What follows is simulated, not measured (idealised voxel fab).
Documented hereafter: the process module known as voxel self aligned contacts.
Cross-section cut: width 225 nm, square cells of 5 nm.
This document writes a cross-section as a grid whose cells are square, and gives it as bands, listed from the top down; one or more rows of cells form a band.
Band entry format. Leading values: height of top, height of bottom, nm. Remainder: materials in left-to-right order, each with its width in nm. Special words: "everywhere" on a single material, which then fills the band edge to edge; "air", empty space.
Counting heights begins at 0, where everything beneath is, in the wafer as received, one material. The lowest band has no bottom; it goes on downwards, as "0..down" shows.
Think of "30..40" as a width that walks from the first number to the second as you go down the band, top row to bottom row, taking equal-sized steps from row to row.
"nothing changed" -> step changed no cross-section cell.
You'll see "Sealed voids" listing empty spaces that have no way open to the top, as long as they're 8 cells or more; the notation is width x height at distance, where the distance is from the left edge, and all of it is in nm.
If you see something after the settings on a step's line, that's the simulator's own remark about that step.
overlay nm: for a step with a mask, the amount by which the mask lay right of where it was planned; a negative amount means left of it.
Intended process steps:
1 RECEIVE: material Si
2 CONFORMAL_DEP: material SiO2, thk nm 5
3 DIRECTIONAL_DEP: material polySi, thk nm 25
4 DIRECTIONAL_DEP: material SiN, thk nm 15
5 PATTERN: tone cover, mask id GATE, material resist, width nm 35, pitch nm 60, thk nm 15, overlay nm 0
6 DIRECTIONAL_ETCH: etch materials SiN, depth nm 15
7 DIRECTIONAL_ETCH: etch materials polySi, depth nm 25
8 STRIP: etch materials resist
9 CONFORMAL_DEP: material SiN, thk nm 5
10 DIRECTIONAL_ETCH: etch materials SiN, depth nm 5
11 FILL_DEP: material SiO2, thk nm 20
12 CMP: height nm 55
13 MASKED_ETCH: tone open, mask id CONTACT, width nm 35, etch materials SiO2, depth nm 55, overlay nm 0
14 CONFORMAL_DEP: material TiN, thk nm 5
15 FILL_DEP: material Ru, thk nm 5
16 CMP: height nm 55
17 CONFORMAL_DEP: material SiN, thk nm 5
Wafer, first of two, run as planned:
as received, after step 1:
> 0..down = Si everywhere
> Sealed voids: none
After step 2: wafer cross-section:
> 5..0 = SiO2 everywhere
> All layers under 0 are left as they were.
After step 3: wafer cross-section:
> 30..5 = polySi everywhere
> All layers under 5 are left as they were.
After step 4: wafer cross-section:
> 45..30 = SiN everywhere
> All layers under 30 are left as they were.
After step 5: wafer cross-section:
> 60..45 = air=65, then resist=35, then air=25, then resist=35, then air=65
> All layers under 45 are left as they were.
After step 6: wafer cross-section:
> 60..45 = air=65, then resist=35, then air=25, then resist=35, then air=65
> 45..30 = air=65, then SiN=35, then air=25, then SiN=35, then air=65
> All layers under 30 are left as they were.
After step 7: wafer cross-section:
> 60..45 = air=65, then resist=35, then air=25, then resist=35, then air=65
> 45..30 = air=65, then SiN=35, then air=25, then SiN=35, then air=65
> 30..5 = air=65, then polySi=35, then air=25, then polySi=35, then air=65
> All layers under 5 are left as they were.
After step 8: wafer cross-section:
> 45..30 = air=65, then SiN=35, then air=25, then SiN=35, then air=65
> All layers under 30 are left as they were.
After step 9: wafer cross-section:
> 50..30 = air=60, then SiN=45, then air=15, then SiN=45, then air=60
> 30..10 = air=60, then SiN=5, then polySi=35, then SiN=5, then air=15, then SiN=5, then polySi=35, then SiN=5, then air=60
> 10..5 = SiN=65, then polySi=35, then SiN=25, then polySi=35, then SiN=65
> All layers under 5 are left as they were.
After step 10: wafer cross-section:
> 45..30 = air=60, then SiN=45, then air=15, then SiN=45, then air=60
> 30..5 = air=60, then SiN=5, then polySi=35, then SiN=5, then air=15, then SiN=5, then polySi=35, then SiN=5, then air=60
> All layers under 5 are left as they were.
After step 11: wafer cross-section:
> 65..45 = SiO2 everywhere
> 45..30 = SiO2=60, then SiN=45, then SiO2=15, then SiN=45, then SiO2=60
> 30..5 = SiO2=60, then SiN=5, then polySi=35, then SiN=5, then SiO2=15, then SiN=5, then polySi=35, then SiN=5, then SiO2=60
> All layers under 5 are left as they were.
After step 12: wafer cross-section:
> 55..45 = SiO2 everywhere
> All layers under 45 are left as they were.
After step 13: wafer cross-section:
> 55..45 = SiO2=95, then air=35, then SiO2=95
> 45..30 = SiO2=60, then SiN=45, then air=15, then SiN=45, then SiO2=60
> 30..5 = SiO2=60, then SiN=5, then polySi=35, then SiN=5, then air=15, then SiN=5, then polySi=35, then SiN=5, then SiO2=60
> 5..0 = SiO2=105, then air=15, then SiO2=105
> All layers under 0 are left as they were.
After step 14: wafer cross-section:
> 60..55 = TiN=100, then air=25, then TiN=100
> 55..45 = SiO2=95, then TiN=5..15, then air=25..5, then TiN=5..15, then SiO2=95
> 45..30 = SiO2=60, then SiN=45, then TiN=5, then air=5, then TiN=5, then SiN=45, then SiO2=60
> 30..5 = SiO2=60, then SiN=5, then polySi=35, then SiN=5, then TiN=5, then air=5, then TiN=5, then SiN=5, then polySi=35, then SiN=5, then SiO2=60
> 5..0 = SiO2=105, then TiN=15, then SiO2=105
> All layers under 0 are left as they were.
After step 15: wafer cross-section:
> 65..60 = Ru everywhere
> 60..55 = TiN=100, then Ru=25, then TiN=100
> 55..45 = SiO2=95, then TiN=5..15, then Ru=25..5, then TiN=5..15, then SiO2=95
> 45..30 = SiO2=60, then SiN=45, then TiN=5, then Ru=5, then TiN=5, then SiN=45, then SiO2=60
> 30..5 = SiO2=60, then SiN=5, then polySi=35, then SiN=5, then TiN=5, then Ru=5, then TiN=5, then SiN=5, then polySi=35, then SiN=5, then SiO2=60
> All layers under 5 are left as they were.
After step 16: wafer cross-section:
> 55..45 = SiO2=95, then TiN=5..15, then Ru=25..5, then TiN=5..15, then SiO2=95
> All layers under 45 are left as they were.
After step 17: wafer cross-section:
> 60..55 = SiN everywhere
> All layers under 55 are left as they were.
Second wafer. Start and plan as for the first. One mistake made in running. Agrees with the first up to and including step 8:
Second wafer shown in cross-section at the time step 9 was slated to end:
> 60..30 = air=50, then SiN=125, then air=50
> 30..20 = air=50, then SiN=15, then polySi=35, then SiN=25, then polySi=35, then SiN=15, then air=50
> 20..5 = SiN=65, then polySi=35, then SiN=25, then polySi=35, then SiN=65
> All layers under 5 are left as they were.
Second wafer shown in cross-section at the time step 10 was slated to end:
> 55..30 = air=50, then SiN=125, then air=50
> 30..15 = air=50, then SiN=15, then polySi=35, then SiN=25, then polySi=35, then SiN=15, then air=50
> All layers under 15 are left as they were.
Second wafer shown in cross-section at the time step 11 was slated to end:
> 75..55 = SiO2 everywhere
> 55..30 = SiO2=50, then SiN=125, then SiO2=50
> 30..15 = SiO2=50, then SiN=15, then polySi=35, then SiN=25, then polySi=35, then SiN=15, then SiO2=50
> All layers under 15 are left as they were.
Second wafer shown in cross-section at the time step 12 was slated to end:
> 55..30 = SiO2=50, then SiN=125, then SiO2=50
> All layers under 30 are left as they were.
Second wafer shown in cross-section at the time step 13 was slated to end: nothing changed
Second wafer shown in cross-section at the time step 14 was slated to end:
> 60..55 = TiN everywhere
> All layers under 55 are left as they were.
Second wafer shown in cross-section at the time step 15 was slated to end:
> 65..60 = Ru everywhere
> All layers under 60 are left as they were.
Second wafer shown in cross-section at the time step 16 was slated to end:
> 55..30 = SiO2=50, then SiN=125, then SiO2=50
> All layers under 30 are left as they were.
Second wafer shown in cross-section at the time step 17 was slated to end:
> 60..55 = SiN everywhere
> All layers under 55 are left as they were.
Deviation noted in wafer processing: the process deviated at step 9: the operation and settings actually run there were CONFORMAL_DEP: material SiN, thk nm 15
The final cell counts differ between the wafers, with the second having more or fewer of some materials than the first: Ru -14; SiN +146; SiO2 -105; TiN -27
